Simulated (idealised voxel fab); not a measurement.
The following is a process module called voxel tone inversion.
Xsec cut, 155 nm wide, square cell size 5 nm.
Reading order for cross-sections: top band down to bottom band. Underlying form: a grid of square cells. Band size: one or more rows of cells. Band: top and bottom heights (nm) first, top before bottom; then materials from left to right, widths in nm. "full width" marks a sole material filling the band edge to edge. "empty" denotes empty space. Zero point of the height axis is 0; under it, received wafer = one material. Lowest band: continues down indefinitely, "0..down". You'd read "30->40" like this: the band's top row of cells is as wide as the first number, its bottom row is as wide as the second, and going down, every row changes width by the same amount as the row before did. Any step labelled "nothing was modified" changed none of the cells in the cross-section. Entry "Trapped void list" = empty spaces >= 8 cells with no open way to the top; each as width x height at distance, distance from left edge, all nm. Text after the settings on a step's line: the simulator's own remark on that step. You can add "overlay nm" to a step's line. For a step with a mask, it describes how far the mask lay to the right of its planned position, and a negative number describes a lay to the left.
So here's the lineup of process steps we planned
| 1 | RECEIVE, material Si |
| 2 | CONFORMAL_DEP, material SiN, thk nm 5 |
| 3 | DIRECTIONAL_DEP, material polySi, thk nm 25 |
| 4 | PATTERN, tone cover, mask id POSTS, material resist, width nm 15, pitch nm 45, thk nm 30, overlay nm 0 |
| 5 | DIRECTIONAL_ETCH, etch materials polySi, depth nm 25 |
| 6 | STRIP, etch materials resist |
| 7 | FILL_DEP, material SiO2, thk nm 10 |
| 8 | CMP, height nm 30 |
| 9 | STRIP, etch materials polySi |
| 10 | CONFORMAL_DEP, material TiN, thk nm 5 |
| 11 | FILL_DEP, material W, thk nm 10 |
| 12 | CMP, height nm 30 |
| 13 | CONFORMAL_DEP, material SiN, thk nm 5 |
Here's what the wafer looked like in cross-section when it arrived - that's after step 1
* 0..down | Si full width
* Trapped void list: none
Wafer cross-section at module end: first of two, run to plan
* 35..30 | SiN full width
* 30..10 | SiO2 45 nm, then TiN 5 nm, then W 5 nm, then TiN 5 nm, then SiO2 30 nm, then TiN 5 nm, then W 5 nm, then TiN 5 nm, then SiO2 50 nm
* 10..5 | SiO2 45 nm, then TiN 15 nm, then SiO2 30 nm, then TiN 15 nm, then SiO2 50 nm
* 5..0 | SiN full width
* 0..down | Si full width
* Trapped void list: none
Here's the second of our two wafers sectioned at module end. Same start as the first, same plan, but one mistake got made running it
* 35..30 | SiN full width
* 30..10 | W 40 nm, then TiN 5 nm, then SiO2 15 nm, then TiN 5 nm, then W 20 nm, then TiN 5 nm, then SiO2 15 nm, then TiN 5 nm, then W 45 nm
* 10..5 | TiN 45 nm, then SiO2 15 nm, then TiN 30 nm, then SiO2 15 nm, then TiN 50 nm
* 5..0 | SiN full width
* 0..down | Si full width
* Trapped void list: none
Finding, execution versus plan: the process deviated at step 4: the operation and settings actually run there were PATTERN, tone open, mask id POSTS, material resist, width nm 15, pitch nm 45, thk nm 30, overlay nm 0
The closing comparison, in cells, has the second wafer with more or fewer of some materials than the first: SiO2 -95; TiN +19; W +76
